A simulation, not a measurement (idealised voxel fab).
Title: Process Module voxel transistor to metal
This is section cut - it's 185 nm across, gridded in 5 nm square cells.
For the purposes of this document, a cross-section shall be understood as a grid of square cells, specified as bands listed in top-to-bottom order, each band consisting of one or more rows of cells. Look at the band entry: it leads with the top's height and the bottom's height in nm. Then it lists the materials left to right, with a width in nm for each. The word "full width" on a single material says that material fills the band edge to edge. The word "empty" is empty space. Height is counted from the level 0, under which the received wafer is composed throughout of one material. The lowest of the bands is not closed at the bottom but continues downward, in the notation "0 nm and below". Width spec "30->40" -> top row of cells at first value, bottom row at second value, equal per-row change in between. Key: "no modifications" - step with no changed cell in the cross-section. You'll see "Catalogued sealed voids" listing empty spaces that have no way open to the top, as long as they're 8 cells or more; the notation is width x height at distance, where the distance is from the left edge, and all of it is in nm. That trailing text on a step's line, after the settings, is the simulator's own remark on the step. "overlay nm", when on a step's line for a step with a mask, measures how far to the right of its planned place the mask lay; a negative measure means to the left.

[Planned step list for the process]
1) op RECEIVE | material Si
2) op OXIDIZE | depth nm 5
3) op CONFORMAL_DEP | material SiN | thk nm 15
4) op PATTERN | tone cover | mask id ACTIVE | material resist | width nm 115 | thk nm 15 | overlay nm 0
5) op DIRECTIONAL_ETCH | etch materials SiN | depth nm 15
6) op DIRECTIONAL_ETCH | etch materials SiO2 | depth nm 5
7) op DIRECTIONAL_ETCH | etch materials Si | depth nm 30
8) op STRIP | etch materials resist
9) op OXIDIZE | depth nm 5
10) op FILL_DEP | material SiO2 | thk nm 10
11) op CMP | height nm 15
12) op SELECTIVE_ETCH | etch materials SiO2 | depth nm 10
13) op STRIP | etch materials SiN
14) op SELECTIVE_ETCH | etch materials SiO2 | depth nm 5
15) op OXIDIZE | depth nm 5
16) op DIRECTIONAL_DEP | material polySi | thk nm 30
17) op DIRECTIONAL_DEP | material SiCN | thk nm 15
18) op PATTERN | tone cover | mask id GATE | material resist | width nm 35 | thk nm 20 | overlay nm 0
19) op DIRECTIONAL_ETCH | etch materials SiCN | depth nm 25
20) op DIRECTIONAL_ETCH | etch materials polySi | depth nm 40
21) op STRIP | etch materials resist
22) op CONFORMAL_DEP | material SiN | thk nm 5
23) op DIRECTIONAL_ETCH | etch materials SiN | depth nm 5
24) op DIRECTIONAL_ETCH | etch materials SiO2 | depth nm 5
25) op DIRECTIONAL_ETCH | etch materials Si | depth nm 10
26) op EPI | material pSi | thk nm 15
27) op FILL_DEP | material SiO2 | thk nm 5
28) op CMP | height nm 25
29) op STRIP | etch materials polySi
30) op SELECTIVE_ETCH | etch materials SiO2 | depth nm 5
31) op CONFORMAL_DEP | material HfO2 | thk nm 5
32) op CONFORMAL_DEP | material TiN | thk nm 5
33) op FILL_DEP | material W | thk nm 10
34) op CMP | height nm 20
35) op DIRECTIONAL_DEP | material SiO2 | thk nm 10
36) op PATTERN | tone open | mask id CONTACT | material resist | width nm 15 | pitch nm 90 | thk nm 15 | overlay nm 0
37) op DIRECTIONAL_ETCH | etch materials SiO2 | depth nm 35
38) op STRIP | etch materials resist
39) op CONFORMAL_DEP | material TiN | thk nm 5
40) op FILL_DEP | material W | thk nm 10
41) op CMP | height nm 30
42) op CONFORMAL_DEP | material SiCN | thk nm 5
43) op DIRECTIONAL_DEP | material lowk | thk nm 25
44) op PATTERN | tone open | mask id METAL_1 | material resist | width nm 15 | pitch nm 90 | thk nm 15 | overlay nm 0
45) op DIRECTIONAL_ETCH | etch materials lowk | depth nm 25
46) op DIRECTIONAL_ETCH | etch materials SiCN | depth nm 5
47) op STRIP | etch materials resist
48) op CONFORMAL_DEP | material TiN | thk nm 5
49) op FILL_DEP | material Cu | thk nm 10
50) op CMP | height nm 60
51) op EPI | material Ru | thk nm 5
52) op FILL_DEP | material SiCN | thk nm 5
53) op DIRECTIONAL_DEP | material lowk | thk nm 30
54) op MASKED_ETCH | tone open | mask id METAL_2 | width nm 15 | pitch nm 90 | etch materials lowk | depth nm 20 | overlay nm 0
55) op PATTERN | tone open | mask id METAL_2_HOLES | material resist | width nm 15 | pitch nm 90 | thk nm 20 | overlay nm 0
56) op DIRECTIONAL_ETCH | etch materials lowk | depth nm 10
57) op DIRECTIONAL_ETCH | etch materials SiCN | depth nm 5
58) op STRIP | etch materials resist
59) op CONFORMAL_DEP | material TiN | thk nm 5
60) op FILL_DEP | material Cu | thk nm 5
61) op CMP | height nm 100
62) op CONFORMAL_DEP | material SiCN | thk nm 5

[Shown in cross-section is the wafer as received, that is, as it stands after step 1]
	0 nm and below | Si full width
	Catalogued sealed voids: none

[Module complete - cross-section of the first of two wafers, run according to plan]
	105 nm to 100 nm | SiCN full width
	100 nm to 70 nm | lowk=40; TiN=5; Cu=5; TiN=5; lowk=75; TiN=5; Cu=5; TiN=5; lowk=40
	70 nm to 65 nm | SiCN=40; TiN=15; SiCN=75; TiN=15; SiCN=40
	65 nm to 60 nm | SiCN=35; Ru=25; SiCN=65; Ru=25; SiCN=35
	60 nm to 35 nm | lowk=40; TiN=5; Cu=5; TiN=5; lowk=75; TiN=5; Cu=5; TiN=5; lowk=40
	35 nm to 30 nm | SiCN=40; TiN=15; SiCN=75; TiN=15; SiCN=40
	30 nm to 20 nm | SiO2=40; TiN=5; W=5; TiN=5; SiO2=75; TiN=5; W=5; TiN=5; SiO2=40
	20 nm to 5 nm | SiO2=40; TiN=5; W=5; TiN=5; SiO2=15; SiN=5; HfO2=5; TiN=5; W=15; TiN=5; HfO2=5; SiN=5; SiO2=15; TiN=5; W=5; TiN=5; SiO2=40
	5 nm to 0 nm | SiO2=40; TiN=5; W=5; TiN=5; pSi=15; SiN=5; HfO2=5; TiN=5; W=15; TiN=5; HfO2=5; SiN=5; pSi=15; TiN=5; W=5; TiN=5; SiO2=40
	0 nm to -5 nm | SiO2=30; SiN=5; SiO2=5; TiN=15; pSi=15; SiN=5; HfO2=5; TiN=25; HfO2=5; SiN=5; pSi=15; TiN=15; SiO2=5; SiN=5; SiO2=30
	-5 nm to -10 nm | SiO2=35; pSi=35; HfO2=45; pSi=35; SiO2=35
	-10 nm to -20 nm | SiO2=40; pSi=30; Si=45; pSi=30; SiO2=40
	-20 nm to -40 nm | SiO2=40; Si=105; SiO2=40
	-40 nm and below | Si full width
	Catalogued sealed voids: none

[Second wafer of the two, sectioned at the end of the module. It began like the first and followed the same plan, but one mistake was made while running it]
	105 nm to 100 nm | SiCN full width
	100 nm to 70 nm | lowk=40; TiN=5; Cu=5; TiN=5; lowk=75; TiN=5; Cu=5; TiN=5; lowk=40
	70 nm to 65 nm | SiCN=40; TiN=15; SiCN=75; TiN=15; SiCN=40
	65 nm to 60 nm | SiCN=35; Ru=25; SiCN=65; Ru=25; SiCN=35
	60 nm to 35 nm | lowk=40; TiN=5; Cu=5; TiN=5; lowk=75; TiN=5; Cu=5; TiN=5; lowk=40
	35 nm to 30 nm | SiCN=40; TiN=15; SiCN=75; TiN=15; SiCN=40
	30 nm to 20 nm | SiO2=40; TiN=5; W=5; TiN=5; SiO2=75; TiN=5; W=5; TiN=5; SiO2=40
	20 nm to 0 nm | SiO2=40; TiN=5; W=5; TiN=5; SiO2=15; SiN=5; HfO2=5; TiN=5; W=15; TiN=5; HfO2=5; SiN=5; SiO2=15; TiN=5; W=5; TiN=5; SiO2=40
	0 nm to -5 nm | SiO2=30; SiN=5; SiO2=5; TiN=15; SiO2=15; SiN=5; HfO2=5; TiN=25; HfO2=5; SiN=5; SiO2=15; TiN=15; SiO2=5; SiN=5; SiO2=30
	-5 nm to -10 nm | SiO2=35; pSi=35; HfO2=45; pSi=35; SiO2=35
	-10 nm to -40 nm | SiO2=40; Si=105; SiO2=40
	-40 nm and below | Si full width
	Catalogued sealed voids: none
So what did we get wrong on this run? swap of plan steps 25 and 26 during execution
Final comparison by cell count, materials where the second wafer has more or fewer than the first: 24 more of Si, 12 more of SiO2, 36 fewer of pSi
